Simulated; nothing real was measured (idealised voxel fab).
The process module that follows is named voxel released beams.
cross-section cut | 185 nm wide | cells 5 nm
Cross-section = grid of square cells, listed top down in bands; band = one or more rows.
Quick guide to a band line: top height, bottom height (nm) up front; then every material left to right with its width in nm. Only one material and it's marked "all across"? Then it fills the band edge to edge. And "blank" just means empty space.
Convention: height 0 is the level below which the wafer, as received, is all one material. The lowest band does not terminate at the bottom but continues downward, represented as "z 0 and below".
Width spec "30->40" -> top row of cells at first value, bottom row at second value, equal per-row change in between.
What does "nothing changed" mean for a step? It means no cell of the cross-section changed in that step.
You'll see "Listed closed voids" listing empty spaces that have no way open to the top, as long as they're 8 cells or more; the notation is width x height at distance, where the distance is from the left edge, and all of it is in nm.
The remark found on a step's line after its settings is issued by the simulator itself and pertains to that step.
overlay nm, on a step with a mask: how far to the right of its planned place the mask lay; to the left if negative

SET OUT BELOW ARE THE PLANNED STEPS OF THE PROCESS
1 RECEIVE | material Si
2 CONFORMAL_DEP | material Al2O3 | thk nm 5
3 DIRECTIONAL_DEP | material SiO2 | thk nm 10
4 DIRECTIONAL_DEP | material aC | thk nm 10
5 PATTERN | tone open | mask id ANCHOR | material resist | width nm 35 | thk nm 30 | overlay nm 0
6 DIRECTIONAL_ETCH | etch materials aC | depth nm 10
7 STRIP | etch materials resist
8 DIRECTIONAL_ETCH | etch materials SiO2 | depth nm 10
9 STRIP | etch materials aC
10 CONFORMAL_DEP | material polySi | thk nm 10
11 MASKED_ETCH | tone cover | mask id BEAM | width nm 95 | etch materials polySi | depth nm 10 | overlay nm 0
12 STRIP | etch materials SiO2

THE FIRST OF TWO WAFERS, RUN AS PLANNED

CROSS-SECTION OF THE INCOMING WAFER, STATE AFTER STEP 1
* z 0 and below  Si all across
* Listed closed voids: none

CROSS-SECTION THROUGH THE WAFER, STEP 2 FINISHED
* z 5 to 0  Al2O3 all across
* At heights below 0, the structure remains unaltered.

CROSS-SECTION THROUGH THE WAFER, STEP 3 FINISHED
* z 15 to 5  SiO2 all across
* At heights below 5, the structure remains unaltered.

CROSS-SECTION THROUGH THE WAFER, STEP 4 FINISHED
* z 25 to 15  aC all across
* At heights below 15, the structure remains unaltered.

CROSS-SECTION THROUGH THE WAFER, STEP 5 FINISHED
* z 55 to 25  resist: 45, then blank: 35, then resist: 105
* At heights below 25, the structure remains unaltered.

CROSS-SECTION THROUGH THE WAFER, STEP 6 FINISHED
* z 45 to 25  resist: 45, then blank: 35, then resist: 105
* z 25 to 15  aC: 45, then blank: 35, then aC: 105
* At heights below 15, the structure remains unaltered.

CROSS-SECTION THROUGH THE WAFER, STEP 7 FINISHED
* z 25 to 15  aC: 45, then blank: 35, then aC: 105
* At heights below 15, the structure remains unaltered.

CROSS-SECTION THROUGH THE WAFER, STEP 8 FINISHED
* z 25 to 15  aC: 45, then blank: 35, then aC: 105
* z 15 to 5  SiO2: 45, then blank: 35, then SiO2: 105
* At heights below 5, the structure remains unaltered.

CROSS-SECTION THROUGH THE WAFER, STEP 9 FINISHED
* z 15 to 5  SiO2: 45, then blank: 35, then SiO2: 105
* At heights below 5, the structure remains unaltered.

CROSS-SECTION THROUGH THE WAFER, STEP 10 FINISHED
* z 25 to 15  polySi: 55, then blank: 15, then polySi: 115
* z 15 to 5  SiO2: 45, then polySi: 35, then SiO2: 105
* At heights below 5, the structure remains unaltered.

CROSS-SECTION THROUGH THE WAFER, STEP 11 FINISHED
* z 25 to 15  blank: 40, then polySi: 15, then blank: 15, then polySi: 65, then blank: 50
* At heights below 15, the structure remains unaltered.

CROSS-SECTION THROUGH THE WAFER, STEP 12 FINISHED
* z 25 to 15  blank: 40, then polySi: 15, then blank: 15, then polySi: 65, then blank: 50
* z 15 to 5  blank: 45, then polySi: 35, then blank: 105
* At heights below 5, the structure remains unaltered.

COMPANION WAFER, THE SECOND OF TWO: SAME BEGINNING, SAME INTENDED SEQUENCE, ONE MISTAKE IN CARRYING IT OUT; THROUGH STEP 1 INCLUSIVE IT TRACKS THE FIRST EXACTLY

Cross-section of the second wafer when, according to plan, step 2 should have finished: nothing changed

CROSS-SECTION OF THE SECOND WAFER WHEN, ACCORDING TO PLAN, STEP 3 SHOULD HAVE FINISHED
* z 10 to 0  SiO2 all across
* At heights below 0, the structure remains unaltered.

CROSS-SECTION OF THE SECOND WAFER WHEN, ACCORDING TO PLAN, STEP 4 SHOULD HAVE FINISHED
* z 20 to 10  aC all across
* At heights below 10, the structure remains unaltered.

CROSS-SECTION OF THE SECOND WAFER WHEN, ACCORDING TO PLAN, STEP 5 SHOULD HAVE FINISHED
* z 50 to 20  resist: 45, then blank: 35, then resist: 105
* At heights below 20, the structure remains unaltered.

CROSS-SECTION OF THE SECOND WAFER WHEN, ACCORDING TO PLAN, STEP 6 SHOULD HAVE FINISHED
* z 40 to 20  resist: 45, then blank: 35, then resist: 105
* z 20 to 10  aC: 45, then blank: 35, then aC: 105
* At heights below 10, the structure remains unaltered.

CROSS-SECTION OF THE SECOND WAFER WHEN, ACCORDING TO PLAN, STEP 7 SHOULD HAVE FINISHED
* z 20 to 10  aC: 45, then blank: 35, then aC: 105
* At heights below 10, the structure remains unaltered.

CROSS-SECTION OF THE SECOND WAFER WHEN, ACCORDING TO PLAN, STEP 8 SHOULD HAVE FINISHED
* z 20 to 10  aC: 45, then blank: 35, then aC: 105
* z 10 to 0  SiO2: 45, then blank: 35, then SiO2: 105
* At heights below 0, the structure remains unaltered.

CROSS-SECTION OF THE SECOND WAFER WHEN, ACCORDING TO PLAN, STEP 9 SHOULD HAVE FINISHED
* z 10 to 0  SiO2: 45, then blank: 35, then SiO2: 105
* At heights below 0, the structure remains unaltered.

CROSS-SECTION OF THE SECOND WAFER WHEN, ACCORDING TO PLAN, STEP 10 SHOULD HAVE FINISHED
* z 20 to 10  polySi: 55, then blank: 15, then polySi: 115
* z 10 to 0  SiO2: 45, then polySi: 35, then SiO2: 105
* At heights below 0, the structure remains unaltered.

CROSS-SECTION OF THE SECOND WAFER WHEN, ACCORDING TO PLAN, STEP 11 SHOULD HAVE FINISHED
* z 20 to 10  blank: 40, then polySi: 15, then blank: 15, then polySi: 65, then blank: 50
* At heights below 10, the structure remains unaltered.

CROSS-SECTION OF THE SECOND WAFER WHEN, ACCORDING TO PLAN, STEP 12 SHOULD HAVE FINISHED
* z 20 to 10  blank: 40, then polySi: 15, then blank: 15, then polySi: 65, then blank: 50
* z 10 to 0  blank: 45, then polySi: 35, then blank: 105
* At heights below 0, the structure remains unaltered.
Heads up, the wafer didn't run the way we planned it: it should be noted that step 2 of the plan was omitted and was not performed
The final cell counts differ between the wafers, with the second having more or fewer of some materials than the first: -37 Al2O3
